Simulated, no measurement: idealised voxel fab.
Process module name: voxel self aligned vias
We display cut, a cross-section 265 nm in width whose square cells are each 5 nm.
For the purposes of this document, a cross-section shall be understood as a grid of square cells, specified as bands listed in top-to-bottom order, each band consisting of one or more rows of cells.
Basically the band line says how high the top is and how high the bottom is, in nm, and then what's in it from left to right, every material with its width in nm. Empty space shows up as "blank", and if a single material carries "throughout" it runs the full band edge to edge.
Height reference: 0 = level under which incoming wafer is all one material. Lowest band: no bottom, runs on downward, e.g. "0..down".
It should be noted that a width expressed as "30..40" varies in equal increments from row to row of cells within the band, taking the value of the first number at the top row and that of the second number at the bottom row.
Where the words "remained unchanged" appear for a step, the cross-section shows no cell changed by that step; every cell remained as before.
If an empty space has no open way to the top and is at least 8 cells in size, "Enclosed void entries" lists it, written width x height at distance, where distance is measured from the left edge and every value is in nm.
On each step's line, the part that comes after the settings is the simulator's own comment on the step.
overlay nm: right-of-plan distance of the mask on a masked step; negative values mean left-of-plan.
-- Intended process steps
1) RECEIVE (material Si)
2) CONFORMAL_DEP (material SiO2; thk nm 15)
3) CONFORMAL_DEP (material SiCN; thk nm 5)
4) DIRECTIONAL_DEP (material lowk; thk nm 25)
5) DIRECTIONAL_DEP (material aC; thk nm 10)
6) PATTERN (tone open; mask id LINES; material resist; width nm 20; pitch nm 80; thk nm 30; overlay nm 0)
7) DIRECTIONAL_ETCH (etch materials aC; depth nm 10)
8) STRIP (etch materials resist)
9) DIRECTIONAL_ETCH (etch materials lowk; depth nm 25)
10) STRIP (etch materials aC)
11) CONFORMAL_DEP (material TiN; thk nm 5)
12) FILL_DEP (material Ru; thk nm 10)
13) CMP (height nm 45)
14) SELECTIVE_ETCH (etch materials W Ru TiN; depth nm 10)
15) FILL_DEP (material SiN; thk nm 5)
16) CMP (height nm 45)
17) DIRECTIONAL_DEP (material lowk; thk nm 15)
18) DIRECTIONAL_DEP (material aC; thk nm 10)
19) PATTERN (tone open; mask id VIAS; material resist; width nm 50; pitch nm 160; thk nm 30; overlay nm 0)
20) DIRECTIONAL_ETCH (etch materials aC; depth nm 10)
21) STRIP (etch materials resist)
22) DIRECTIONAL_ETCH (etch materials lowk; depth nm 15)
23) DIRECTIONAL_ETCH (etch materials SiN; depth nm 10)
24) STRIP (etch materials aC)
25) CONFORMAL_DEP (material TiN; thk nm 5)
26) FILL_DEP (material Cu; thk nm 10)
27) CMP (height nm 60)
28) CONFORMAL_DEP (material SiCN; thk nm 5)
Wafer-to-wafer difference: width nm, step 6. Common start. Plan = first wafer's value.
-- Cut through the first of several wafers as received, post step 1
- 0..down = Si throughout
- Enclosed void entries: none
-- After the module's final step, step 28: the first of several wafers in cross-section
- 65..60 = SiCN throughout
- 60..50 = 25 lowk; 5 TiN; 40 Cu; 5 TiN; 110 lowk; 5 TiN; 40 Cu; 5 TiN; 30 lowk
- 50..45 = 25 lowk; 20 TiN; 10 Cu; 20 TiN; 110 lowk; 20 TiN; 10 Cu; 20 TiN; 30 lowk
- 45..40 = 40 lowk; 5 TiN; 10 Cu; 5 TiN; 60 lowk; 20 SiN; 60 lowk; 5 TiN; 10 Cu; 5 TiN; 45 lowk
- 40..35 = 40 lowk; 20 TiN; 60 lowk; 20 SiN; 60 lowk; 20 TiN; 45 lowk
- 35..25 = 40 lowk; 5 TiN; 10 Ru; 5 TiN; 60 lowk; 5 TiN; 10 Ru; 5 TiN; 60 lowk; 5 TiN; 10 Ru; 5 TiN; 45 lowk
- 25..20 = 40 lowk; 20 TiN; 60 lowk; 20 TiN; 60 lowk; 20 TiN; 45 lowk
- 20..15 = SiCN throughout
- 15..0 = SiO2 throughout
- 0..down = Si throughout
- Enclosed void entries: none
-- The module's end: a cross-section of the last wafer
- 65..60 = SiCN throughout
- 60..50 = 25 lowk; 5 TiN; 40 Cu; 5 TiN; 110 lowk; 5 TiN; 40 Cu; 5 TiN; 30 lowk
- 50..45 = 25 lowk; 10 TiN; 35 Cu; 5 TiN; 110 lowk; 10 TiN; 35 Cu; 5 TiN; 30 lowk
- 45..40 = 30 lowk; 5 TiN; 35 Cu; 5 TiN; 35 lowk; 45 SiN; 35 lowk; 5 TiN; 35 Cu; 5 TiN; 30 lowk
- 40..35 = 30 lowk; 45 TiN; 35 lowk; 45 SiN; 35 lowk; 45 TiN; 30 lowk
- 35..25 = 30 lowk; 5 TiN; 35 Ru; 5 TiN; 35 lowk; 5 TiN; 35 Ru; 5 TiN; 35 lowk; 5 TiN; 35 Ru; 5 TiN; 30 lowk
- 25..20 = 30 lowk; 45 TiN; 35 lowk; 45 TiN; 35 lowk; 45 TiN; 30 lowk
- 20..15 = SiCN throughout
- 15..0 = SiO2 throughout
- 0..down = Si throughout
- Enclosed void entries: none
-- Every row in this table is a wafer at the end of the module, and it gives, for each of the materials, the cells that wafer has gained (+) or lost (-) since it was received, then its closed voids
width nm 20, +40 Cu, +12 Ru, +106 SiCN, +8 SiN, +159 SiO2, +60 TiN, +304 lowk, Enclosed void entries: none
width nm 25, +44 Cu, +18 Ru, +106 SiCN, +10 SiN, +159 SiO2, +63 TiN, +289 lowk, Enclosed void entries: none
width nm 30, +48 Cu, +24 Ru, +106 SiCN, +12 SiN, +159 SiO2, +66 TiN, +274 lowk, Enclosed void entries: none
width nm 35, +52 Cu, +30 Ru, +106 SiCN, +14 SiN, +159 SiO2, +69 TiN, +259 lowk, Enclosed void entries: none
width nm 40, +56 Cu, +36 Ru, +106 SiCN, +16 SiN, +159 SiO2, +72 TiN, +244 lowk, Enclosed void entries: none
width nm 45, +60 Cu, +42 Ru, +106 SiCN, +18 SiN, +159 SiO2, +75 TiN, +229 lowk, Enclosed void entries: none
